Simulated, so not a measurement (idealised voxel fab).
voxel spacer lines: a process module
Each square cell in cross-section cut measures 5 nm, and the section as a whole is 245 nm wide.
Cross-section, as written here: a square-cell grid given band by band from the top down, where a band holds one or more rows of cells. Top, bottom (nm), then materials left to right with widths (nm); lone material tagged "throughout" fills the whole band edge to edge; "blank" = empty space. Where do heights start? At 0: under that level the wafer as delivered is made of one material only. And the lowest band has no floor; it just carries on downward, as in "from 0 down". Quick explanation for "30->40": the width changes in equal steps down the rows of cells, from the first number in the band's top row to the second number in its bottom row. The designation "nothing was modified", where it is given for a processing step, indicates that no cell of the cross-section was altered in the course of that step. Closed-off voids of 8+ cells (no open route to the top) go in "Sealed cavities", written width x height at distance from the left edge, in nm. On each step's line, the part that comes after the settings is the simulator's own comment on the step. When a step includes a mask, the "overlay nm" setting on its line states how far to the right of its planned place that mask lay, and negative values state how far to the left.
STEPS IN THE PROCESS PLAN
1 RECEIVE, material Si
2 CONFORMAL_DEP, material Al2O3, thk nm 10
3 DIRECTIONAL_DEP, material SiN, thk nm 20
4 DIRECTIONAL_DEP, material aC, thk nm 20
5 PATTERN, tone cover, mask id MANDREL, material resist, width nm 25, pitch nm 70, thk nm 30, overlay nm 0
6 DIRECTIONAL_ETCH, etch materials aC, depth nm 20
7 STRIP, etch materials resist
8 CONFORMAL_DEP, material SiO2, thk nm 10
9 DIRECTIONAL_ETCH, etch materials SiO2, depth nm 10
10 STRIP, etch materials aC
11 DIRECTIONAL_ETCH, etch materials SiN, depth nm 20
12 STRIP, etch materials SiO2
FIRST OF TWO WAFERS - AS PLANNED
AS-RECEIVED STATE OF THE WAFER IN CROSS-SECTION, EQUIVALENT TO POST-STEP 1
- from 0 down: Si throughout
- Sealed cavities: none
PRESENTED HERE IS A CROSS-SECTION OF THE WAFER AFTER STEP 2 HAS BEEN PERFORMED
- from 10 to 0: Al2O3 throughout
- Under the height 0 nothing was changed.
PRESENTED HERE IS A CROSS-SECTION OF THE WAFER AFTER STEP 3 HAS BEEN PERFORMED
- from 30 to 10: SiN throughout
- Under the height 10 nothing was changed.
PRESENTED HERE IS A CROSS-SECTION OF THE WAFER AFTER STEP 4 HAS BEEN PERFORMED
- from 50 to 30: aC throughout
- Under the height 30 nothing was changed.
PRESENTED HERE IS A CROSS-SECTION OF THE WAFER AFTER STEP 5 HAS BEEN PERFORMED
- from 80 to 50: 75 blank; 25 resist; 45 blank; 25 resist; 75 blank
- Under the height 50 nothing was changed.
PRESENTED HERE IS A CROSS-SECTION OF THE WAFER AFTER STEP 6 HAS BEEN PERFORMED
- from 60 to 50: 75 blank; 25 resist; 45 blank; 25 resist; 75 blank
- from 50 to 30: 75 blank; 25 aC; 45 blank; 25 aC; 75 blank
- Under the height 30 nothing was changed.
PRESENTED HERE IS A CROSS-SECTION OF THE WAFER AFTER STEP 7 HAS BEEN PERFORMED
- from 50 to 30: 75 blank; 25 aC; 45 blank; 25 aC; 75 blank
- Under the height 30 nothing was changed.
PRESENTED HERE IS A CROSS-SECTION OF THE WAFER AFTER STEP 8 HAS BEEN PERFORMED
- from 60 to 50: 65 blank; 45 SiO2; 25 blank; 45 SiO2; 65 blank
- from 50 to 40: 65 blank; 10 SiO2; 25 aC; 10 SiO2; 25 blank; 10 SiO2; 25 aC; 10 SiO2; 65 blank
- from 40 to 30: 75 SiO2; 25 aC; 45 SiO2; 25 aC; 75 SiO2
- Under the height 30 nothing was changed.
PRESENTED HERE IS A CROSS-SECTION OF THE WAFER AFTER STEP 9 HAS BEEN PERFORMED
- from 50 to 30: 65 blank; 10 SiO2; 25 aC; 10 SiO2; 25 blank; 10 SiO2; 25 aC; 10 SiO2; 65 blank
- Under the height 30 nothing was changed.
PRESENTED HERE IS A CROSS-SECTION OF THE WAFER AFTER STEP 10 HAS BEEN PERFORMED
- from 50 to 30: 65 blank; 10 SiO2; 25 blank; 10 SiO2; 25 blank; 10 SiO2; 25 blank; 10 SiO2; 65 blank
- Under the height 30 nothing was changed.
PRESENTED HERE IS A CROSS-SECTION OF THE WAFER AFTER STEP 11 HAS BEEN PERFORMED
- from 50 to 30: 65 blank; 10 SiO2; 25 blank; 10 SiO2; 25 blank; 10 SiO2; 25 blank; 10 SiO2; 65 blank
- from 30 to 10: 65 blank; 10 SiN; 25 blank; 10 SiN; 25 blank; 10 SiN; 25 blank; 10 SiN; 65 blank
- Under the height 10 nothing was changed.
PRESENTED HERE IS A CROSS-SECTION OF THE WAFER AFTER STEP 12 HAS BEEN PERFORMED
- from 30 to 10: 65 blank; 10 SiN; 25 blank; 10 SiN; 25 blank; 10 SiN; 25 blank; 10 SiN; 65 blank
- Under the height 10 nothing was changed.
IT IS TO BE NOTED THAT THE SECOND WAFER PROCEEDED FROM THE SAME INITIAL STATE AND ACCORDING TO THE SAME PLAN AS THE FIRST, ALTHOUGH ONE MISTAKE WAS COMMITTED IN ITS EXECUTION; THROUGH STEP 1, INCLUSIVE, THE TWO WAFERS SHARE AN IDENTICAL HISTORY
PLANNED END OF STEP 2: SECOND WAFER, CROSS-SECTION
- from 10 to 0: SiN throughout
- Under the height 0 nothing was changed.
PLANNED END OF STEP 3: SECOND WAFER, CROSS-SECTION
- from 30 to 0: SiN throughout
- Under the height 0 nothing was changed.
PLANNED END OF STEP 4: SECOND WAFER, CROSS-SECTION
- from 50 to 30: aC throughout
- Under the height 30 nothing was changed.
PLANNED END OF STEP 5: SECOND WAFER, CROSS-SECTION
- from 80 to 50: 75 blank; 25 resist; 45 blank; 25 resist; 75 blank
- Under the height 50 nothing was changed.
PLANNED END OF STEP 6: SECOND WAFER, CROSS-SECTION
- from 60 to 50: 75 blank; 25 resist; 45 blank; 25 resist; 75 blank
- from 50 to 30: 75 blank; 25 aC; 45 blank; 25 aC; 75 blank
- Under the height 30 nothing was changed.
PLANNED END OF STEP 7: SECOND WAFER, CROSS-SECTION
- from 50 to 30: 75 blank; 25 aC; 45 blank; 25 aC; 75 blank
- Under the height 30 nothing was changed.
PLANNED END OF STEP 8: SECOND WAFER, CROSS-SECTION
- from 60 to 50: 65 blank; 45 SiO2; 25 blank; 45 SiO2; 65 blank
- from 50 to 40: 65 blank; 10 SiO2; 25 aC; 10 SiO2; 25 blank; 10 SiO2; 25 aC; 10 SiO2; 65 blank
- from 40 to 30: 75 SiO2; 25 aC; 45 SiO2; 25 aC; 75 SiO2
- Under the height 30 nothing was changed.
PLANNED END OF STEP 9: SECOND WAFER, CROSS-SECTION
- from 50 to 30: 65 blank; 10 SiO2; 25 aC; 10 SiO2; 25 blank; 10 SiO2; 25 aC; 10 SiO2; 65 blank
- Under the height 30 nothing was changed.
PLANNED END OF STEP 10: SECOND WAFER, CROSS-SECTION
- from 50 to 30: 65 blank; 10 SiO2; 25 blank; 10 SiO2; 25 blank; 10 SiO2; 25 blank; 10 SiO2; 65 blank
- Under the height 30 nothing was changed.
PLANNED END OF STEP 11: SECOND WAFER, CROSS-SECTION
- from 50 to 30: 65 blank; 10 SiO2; 25 blank; 10 SiO2; 25 blank; 10 SiO2; 25 blank; 10 SiO2; 65 blank
- from 30 to 10: 65 blank; 10 SiN; 25 blank; 10 SiN; 25 blank; 10 SiN; 25 blank; 10 SiN; 65 blank
- Under the height 10 nothing was changed.
PLANNED END OF STEP 12: SECOND WAFER, CROSS-SECTION
- from 30 to 10: 65 blank; 10 SiN; 25 blank; 10 SiN; 25 blank; 10 SiN; 25 blank; 10 SiN; 65 blank
- Under the height 10 nothing was changed.
The plan and the run diverged here: not per plan at step 2, really ran CONFORMAL_DEP, material SiN, thk nm 10
Once processing is complete, comparing cell counts shows that the second wafer has more or fewer of certain materials than the first: -98 Al2O3, +98 SiN
